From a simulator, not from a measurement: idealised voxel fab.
process module | voxel self aligned vias
cross-section cut | 245 nm wide | cells 5 nm
A cross-section is a grid of square cells, given in bands from the top down. A band is one or more rows of cells.
Each band's line starts with the height of the band's top and of its bottom, in nm. Then come its materials from left to right, each with its width in nm. One material with "throughout" fills the band from edge to edge. "air" is empty space.
Height 0 is the level under which the wafer as received is all one material. The lowest band goes on downwards, as in "0 down".
A width such as "30 to 40" changes by the same amount from each row of cells to the next, from the band's top row to its bottom row.
"no change" after a step means that no cell of the cross-section changed.
closed voids: empty space of 8 cells or more with no open way to the top, each as width x height at its distance from the left edge, in nm
after a step's settings: what the simulator itself notes on the step
overlay nm, on a step with a mask: how far to the right of its planned place the mask lay; to the left if negative
plan
1 op RECEIVE | material Si
2 op CONFORMAL_DEP | material SiO2 | thk nm 15
3 op CONFORMAL_DEP | material SiCN | thk nm 5
4 op DIRECTIONAL_DEP | material lowk | thk nm 20
5 op DIRECTIONAL_DEP | material aC | thk nm 10
6 op PATTERN | tone open | mask id LINES | material resist | width nm 20 | pitch nm 70 | thk nm 30 | overlay nm 0
7 op DIRECTIONAL_ETCH | etch materials aC | depth nm 10
8 op STRIP | etch materials resist
9 op DIRECTIONAL_ETCH | etch materials lowk | depth nm 20
10 op STRIP | etch materials aC
11 op CONFORMAL_DEP | material TiN | thk nm 5
12 op FILL_DEP | material W | thk nm 10
13 op CMP | height nm 40
14 op SELECTIVE_ETCH | etch materials W Ru TiN | depth nm 10
15 op FILL_DEP | material SiN | thk nm 10
16 op CMP | height nm 40
17 op DIRECTIONAL_DEP | material lowk | thk nm 20
18 op PATTERN | tone open | mask id VIAS | material resist | width nm 40 | pitch nm 70 | thk nm 15 | overlay nm 0
19 op DIRECTIONAL_ETCH | etch materials lowk | depth nm 20
20 op DIRECTIONAL_ETCH | etch materials SiN | depth nm 10
21 op STRIP | etch materials resist
22 op CONFORMAL_DEP | material TiN | thk nm 5
23 op FILL_DEP | material Ru | thk nm 10
24 op CMP | height nm 60
25 op CONFORMAL_DEP | material SiCN | thk nm 5
varied across the wafers: width nm of step 6. The plan shows the first wafer's value. All wafers start alike
first wafer as received, after step 1
  0 down: Si throughout
  closed voids: none
each wafer at the end: cells of each material gained (+) or lost (-) since it was received, then its closed voids
width nm 20 | +66 Ru | +98 SiCN | +147 SiO2 | +72 TiN | +6 W | +248 lowk | closed voids: none
width nm 25 | +72 Ru | +98 SiCN | +147 SiO2 | +75 TiN | +9 W | +236 lowk | closed voids: none
width nm 30 | +78 Ru | +98 SiCN | +147 SiO2 | +78 TiN | +12 W | +224 lowk | closed voids: none
width nm 35 | +84 Ru | +98 SiCN | +147 SiO2 | +81 TiN | +15 W | +212 lowk | closed voids: none
width nm 40 | +90 Ru | +98 SiCN | +147 SiO2 | +84 TiN | +18 W | +200 lowk | closed voids: none
width nm 45 | +90 Ru | +98 SiCN | +6 SiN | +147 SiO2 | +87 TiN | +21 W | +188 lowk | closed voids: none
